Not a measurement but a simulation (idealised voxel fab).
Presented below is a process module, voxel ribs on slabs.
Cross-section cut spans 145 nm and uses square cells 5 nm in size.
Cross-section format: a grid of square cells, given as bands from top to bottom; each band is one or more rows of cells. Read a band's entry like this: the first values are the height of its top and the height of its bottom in nm, and what follows is the sequence of materials from left to right, each with its width in nm. Note that "empty" is empty space, and that a single material marked "full width" reaches across the band from edge to edge. The level at which height equals 0 is the one under which the wafer, as it arrives, is entirely one material. No lower edge exists for the bottom band, which continues downward and is notated as in "0 and below". Top row gets the first number, bottom row gets the second, and each row in between changes by the same step: that is how a band width like "30..40" works. "same as before" for a step: no cell of the cross-section changed in that step. Any empty space of 8 cells or more lacking an open way to the top shows up in "Enclosed empty spaces" as width x height at distance, distance from the left edge, in nm. after a step's settings: what the simulator itself notes on the step. "overlay nm" on a masked step: distance the mask lay right of its planned place, negative for left.
Steps in the process plan
1 RECEIVE: material Si
2 DIRECTIONAL_DEP: material SiO2, thk nm 25
3 DIRECTIONAL_DEP: material polySi, thk nm 25
4 MASKED_ETCH: tone cover, mask id RIB, width nm 20, etch materials polySi, depth nm 10, overlay nm 0
5 MASKED_ETCH: tone cover, mask id SLAB, width nm 70, etch materials polySi, depth nm 15, overlay nm 0
6 FILL_DEP: material SiO2, thk nm 20
7 CMP: height nm 65
8 DIRECTIONAL_DEP: material W, thk nm 10
9 DIRECTIONAL_DEP: material aC, thk nm 15
10 PATTERN: tone cover, mask id HEATER, material resist, width nm 30, thk nm 30, overlay nm 0
11 DIRECTIONAL_ETCH: etch materials aC, depth nm 15
12 STRIP: etch materials resist
13 DIRECTIONAL_ETCH: etch materials W, depth nm 10
14 STRIP: etch materials aC
15 CONFORMAL_DEP: material SiN, thk nm 10
First of the two wafers, run per plan
Here's what the wafer looked like in cross-section when it arrived - that's after step 1
> 0 and below = Si full width
> Enclosed empty spaces: none
Cross-section of the wafer subsequent to step 2
> 25 down to 0 = SiO2 full width
> At heights below 0, the structure remains unaltered.
Cross-section of the wafer subsequent to step 3
> 50 down to 25 = polySi full width
> At heights below 25, the structure remains unaltered.
Cross-section of the wafer subsequent to step 4
> 50 down to 40 = empty 60  polySi 20  empty 65
> At heights below 40, the structure remains unaltered.
Cross-section of the wafer subsequent to step 5
> 50 down to 40 = empty 60  polySi 20  empty 65
> 40 down to 25 = empty 35  polySi 70  empty 40
> At heights below 25, the structure remains unaltered.
Cross-section of the wafer subsequent to step 6
> 70 down to 50 = SiO2 full width
> 50 down to 40 = SiO2 60  polySi 20  SiO2 65
> 40 down to 25 = SiO2 35  polySi 70  SiO2 40
> At heights below 25, the structure remains unaltered.
Cross-section of the wafer subsequent to step 7
> 65 down to 50 = SiO2 full width
> At heights below 50, the structure remains unaltered.
Cross-section of the wafer subsequent to step 8
> 75 down to 65 = W full width
> At heights below 65, the structure remains unaltered.
Cross-section of the wafer subsequent to step 9
> 90 down to 75 = aC full width
> At heights below 75, the structure remains unaltered.
Cross-section of the wafer subsequent to step 10
> 120 down to 90 = empty 55  resist 30  empty 60
> At heights below 90, the structure remains unaltered.
Cross-section of the wafer subsequent to step 11
> 105 down to 90 = empty 55  resist 30  empty 60
> 90 down to 75 = empty 55  aC 30  empty 60
> At heights below 75, the structure remains unaltered.
Cross-section of the wafer subsequent to step 12
> 90 down to 75 = empty 55  aC 30  empty 60
> At heights below 75, the structure remains unaltered.
Cross-section of the wafer subsequent to step 13
> 90 down to 75 = empty 55  aC 30  empty 60
> 75 down to 65 = empty 55  W 30  empty 60
> At heights below 65, the structure remains unaltered.
Cross-section of the wafer subsequent to step 14
> 75 down to 65 = empty 55  W 30  empty 60
> At heights below 65, the structure remains unaltered.
Cross-section of the wafer subsequent to step 15
> 85 down to 75 = empty 45  SiN 50  empty 50
> 75 down to 65 = SiN 55  W 30  SiN 60
> At heights below 65, the structure remains unaltered.
For the second wafer, take the first wafer's start and plan, then add one mistake made in running it; everything through step 3, that step included, is shared with the first
Second wafer, section view, time point: scheduled end of step 4
> 50 down to 40 = polySi 60  empty 20  polySi 65
> At heights below 40, the structure remains unaltered.
Second wafer, section view, time point: scheduled end of step 5
> 50 down to 40 = empty 35  polySi 25  empty 20  polySi 25  empty 40
> 40 down to 35 = empty 35  polySi 70  empty 40
> At heights below 35, the structure remains unaltered.
Second wafer, section view, time point: scheduled end of step 6
> 70 down to 50 = SiO2 full width
> 50 down to 40 = SiO2 35  polySi 25  SiO2 20  polySi 25  SiO2 40
> 40 down to 35 = SiO2 35  polySi 70  SiO2 40
> At heights below 35, the structure remains unaltered.
Second wafer, section view, time point: scheduled end of step 7
> 65 down to 50 = SiO2 full width
> At heights below 50, the structure remains unaltered.
Second wafer, section view, time point: scheduled end of step 8
> 75 down to 65 = W full width
> At heights below 65, the structure remains unaltered.
Second wafer, section view, time point: scheduled end of step 9
> 90 down to 75 = aC full width
> At heights below 75, the structure remains unaltered.
Second wafer, section view, time point: scheduled end of step 10
> 120 down to 90 = empty 55  resist 30  empty 60
> At heights below 90, the structure remains unaltered.
Second wafer, section view, time point: scheduled end of step 11
> 105 down to 90 = empty 55  resist 30  empty 60
> 90 down to 75 = empty 55  aC 30  empty 60
> At heights below 75, the structure remains unaltered.
Second wafer, section view, time point: scheduled end of step 12
> 90 down to 75 = empty 55  aC 30  empty 60
> At heights below 75, the structure remains unaltered.
Second wafer, section view, time point: scheduled end of step 13
> 90 down to 75 = empty 55  aC 30  empty 60
> 75 down to 65 = empty 55  W 30  empty 60
> At heights below 65, the structure remains unaltered.
Second wafer, section view, time point: scheduled end of step 14
> 75 down to 65 = empty 55  W 30  empty 60
> At heights below 65, the structure remains unaltered.
Second wafer, section view, time point: scheduled end of step 15
> 85 down to 75 = empty 45  SiN 50  empty 50
> 75 down to 65 = SiN 55  W 30  SiN 60
> At heights below 65, the structure remains unaltered.
It is concluded that the wafer was processed incorrectly with respect to the plan, in that step 4 ran differently from the plan; actual operation with settings: MASKED_ETCH: tone open, mask id RIB, width nm 20, etch materials polySi, depth nm 10, overlay nm 0
Final difference in cells, second wafer against first, listed per material as more or fewer: SiO2: 42 fewer; polySi: 42 more
